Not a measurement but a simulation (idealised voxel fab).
process module | voxel capacitor over wiring
cross-section cut | 270 nm wide | cells 5 nm
A cross-section is a grid of square cells, given in bands from the top down. A band is one or more rows of cells.
Each band's line starts with the height of the band's top and of its bottom, in nm. Then come its materials from left to right, each with its width in nm. One material with "throughout" fills the band from edge to edge. "air" is empty space.
Height 0 is the level under which the wafer as received is all one material. The lowest band goes on downwards, as in "0 down".
A width such as "30 to 40" changes by the same amount from each row of cells to the next, from the band's top row to its bottom row.
"no change" after a step means that no cell of the cross-section changed.
closed voids: empty space of 8 cells or more with no open way to the top, each as width x height at its distance from the left edge, in nm
after a step's settings: what the simulator itself notes on the step
overlay nm, on a step with a mask: how far to the right of its planned place the mask lay; to the left if negative
plan
1 op RECEIVE | material Si
2 op CONFORMAL_DEP | material SiO2 | thk nm 15
3 op CONFORMAL_DEP | material SiN | thk nm 5
4 op DIRECTIONAL_DEP | material lowk | thk nm 20
5 op DIRECTIONAL_DEP | material aC | thk nm 10
6 op PATTERN | tone open | mask id METAL_1 | material resist | width nm 20 | pitch nm 75 | thk nm 30 | overlay nm 0
7 op DIRECTIONAL_ETCH | etch materials aC | depth nm 10
8 op STRIP | etch materials resist
9 op DIRECTIONAL_ETCH | etch materials lowk | depth nm 20
10 op DIRECTIONAL_ETCH | etch materials SiN | depth nm 5
11 op STRIP | etch materials aC
12 op CONFORMAL_DEP | material TiN | thk nm 5
13 op FILL_DEP | material W | thk nm 10
14 op CMP | height nm 40
15 op EPI | material Ru | thk nm 5
16 op FILL_DEP | material SiCN | thk nm 5
17 op DIRECTIONAL_DEP | material lowk | thk nm 20
18 op DIRECTIONAL_DEP | material aC | thk nm 15
19 op PATTERN | tone open | mask id PLUG_1 | material resist | width nm 15 | thk nm 35 | overlay nm 0
20 op DIRECTIONAL_ETCH | etch materials aC | depth nm 15
21 op STRIP | etch materials resist
22 op DIRECTIONAL_ETCH | etch materials lowk | depth nm 20
23 op DIRECTIONAL_ETCH | etch materials SiCN | depth nm 5
24 op STRIP | etch materials aC
25 op CONFORMAL_DEP | material TiN | thk nm 5
26 op FILL_DEP | material W | thk nm 10
27 op CMP | height nm 70
28 op DIRECTIONAL_DEP | material TiN | thk nm 10
29 op DIRECTIONAL_DEP | material SiN | thk nm 5
30 op DIRECTIONAL_DEP | material TiN | thk nm 5
31 op MASKED_ETCH | tone cover | mask id UPPER_PLATE | width nm 60 | etch materials TiN | depth nm 5 | overlay nm 0
32 op MASKED_ETCH | tone cover | mask id UPPER_PLATE | width nm 60 | etch materials SiN | depth nm 5 | overlay nm 0
33 op PATTERN | tone cover | mask id LOWER_PLATE | material resist | width nm 70 | thk nm 15 | overlay nm 0
34 op DIRECTIONAL_ETCH | etch materials TiN | depth nm 10
35 op STRIP | etch materials resist
36 op FILL_DEP | material SiO2 | thk nm 15
37 op CMP | height nm 100
38 op DIRECTIONAL_DEP | material aC | thk nm 10
39 op PATTERN | tone open | mask id PLUG_2 | material resist | width nm 15 | thk nm 30 | overlay nm 0
40 op DIRECTIONAL_ETCH | etch materials aC | depth nm 10
41 op STRIP | etch materials resist
42 op DIRECTIONAL_ETCH | etch materials SiO2 | depth nm 10
43 op STRIP | etch materials aC
44 op CONFORMAL_DEP | material TiN | thk nm 5
45 op FILL_DEP | material Ru | thk nm 10
46 op CMP | height nm 100
47 op CONFORMAL_DEP | material SiN | thk nm 5
varied across the wafers: width nm of step 39. The plan shows the first wafer's value. All wafers start alike
first wafer as received, after step 1
  0 down: Si throughout
  closed voids: none
first wafer at the end, after step 47
  105 to 100: SiN throughout
  100 to 95: SiO2 100 | TiN 5 | Ru 5 | TiN 5 | SiO2 155
  95 to 85: SiO2 100 to 90 | TiN 15 to 60 | SiO2 155 to 120
  85 to 80: SiO2 90 | SiN 60 | SiO2 120
  80 to 70: SiO2 85 | TiN 70 | SiO2 115
  70 to 50: lowk 90 | TiN 5 | W 5 | TiN 5 | lowk 165
  50 to 45: SiCN 90 | TiN 15 | SiCN 165
  45 to 40: SiCN 80 | Ru 30 | SiCN 45 | Ru 30 | SiCN 85
  40 to 20: lowk 85 | TiN 5 | W 10 | TiN 5 | lowk 55 | TiN 5 | W 10 | TiN 5 | lowk 90
  20 to 15: SiN 85 | TiN 20 | SiN 55 | TiN 20 | SiN 90
  15 to 0: SiO2 throughout
  0 down: Si throughout
  closed voids: none
last wafer at the end
  105 to 100: SiN throughout
  100 to 95: SiO2 95 | TiN 5 | Ru 20 | TiN 5 | SiO2 145
  95 to 85: SiO2 95 to 90 | TiN 30 to 60 | SiO2 145 to 120
  85 to 80: SiO2 90 | SiN 60 | SiO2 120
  80 to 70: SiO2 85 | TiN 70 | SiO2 115
  70 to 50: lowk 90 | TiN 5 | W 5 | TiN 5 | lowk 165
  50 to 45: SiCN 90 | TiN 15 | SiCN 165
  45 to 40: SiCN 80 | Ru 30 | SiCN 45 | Ru 30 | SiCN 85
  40 to 20: lowk 85 | TiN 5 | W 10 | TiN 5 | lowk 55 | TiN 5 | W 10 | TiN 5 | lowk 90
  20 to 15: SiN 85 | TiN 20 | SiN 55 | TiN 20 | SiN 90
  15 to 0: SiO2 throughout
  0 down: Si throughout
  closed voids: none
each wafer at the end: cells of each material gained (+) or lost (-) since it was received, then its closed voids
width nm 15 | +13 Ru | +93 SiCN | +112 SiN | +428 SiO2 | +80 TiN | +20 W | +388 lowk | closed voids: none
width nm 20 | +14 Ru | +93 SiCN | +112 SiN | +426 SiO2 | +81 TiN | +20 W | +388 lowk | closed voids: none
width nm 25 | +15 Ru | +93 SiCN | +112 SiN | +424 SiO2 | +82 TiN | +20 W | +388 lowk | closed voids: none
width nm 30 | +16 Ru | +93 SiCN | +112 SiN | +422 SiO2 | +83 TiN | +20 W | +388 lowk | closed voids: none
